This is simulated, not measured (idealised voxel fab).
process module | voxel double patterning
cross-section cut | 245 nm wide | cells 5 nm
A cross-section is a grid of square cells, given in bands from the top down. A band is one or more rows of cells.
Each band's line starts with the height of the band's top and of its bottom, in nm. Then come its materials from left to right, each with its width in nm. One material with "throughout" fills the band from edge to edge. "air" is empty space.
Height 0 is the level under which the wafer as received is all one material. The lowest band goes on downwards, as in "0 down".
A width such as "30 to 40" changes by the same amount from each row of cells to the next, from the band's top row to its bottom row.
"no change" after a step means that no cell of the cross-section changed.
closed voids: empty space of 8 cells or more with no open way to the top, each as width x height at its distance from the left edge, in nm
after a step's settings: what the simulator itself notes on the step
overlay nm, on a step with a mask: how far to the right of its planned place the mask lay; to the left if negative
plan
1 op RECEIVE | material Si
2 op CONFORMAL_DEP | material SiO2 | thk nm 10
3 op DIRECTIONAL_DEP | material W | thk nm 15
4 op DIRECTIONAL_DEP | material SiN | thk nm 5
5 op PATTERN | tone open | mask id FIRST | material resist | width nm 15 | pitch nm 50 | thk nm 20 | overlay nm 0
6 op DIRECTIONAL_ETCH | etch materials SiN | depth nm 5
7 op STRIP | etch materials resist
8 op MASKED_ETCH | tone open | mask id SECOND | width nm 15 | etch materials SiN | depth nm 5 | overlay nm 0
9 op DIRECTIONAL_ETCH | etch materials W | depth nm 15
10 op STRIP | etch materials SiN
as received, after step 1
  0 down: Si throughout
  closed voids: none
first wafer at the end, as planned
  25 to 10: W 90 | air 15 | W 10 | air 15 | W 10 | air 15 | W 90
  10 to 0: SiO2 throughout
  0 down: Si throughout
  closed voids: none
second wafer at the end: like start, like plan, one mistake
  25 to 10: W 90 | air 15 | W 10 | air 15 | W 10 | air 15 | W 90
  10 to 0: W throughout
  0 down: Si throughout
  closed voids: none
what went wrong: step 2 ran as: op CONFORMAL_DEP | material W | thk nm 10
at the end the second wafer has, in cells: 98 fewer of SiO2 | 98 more of W
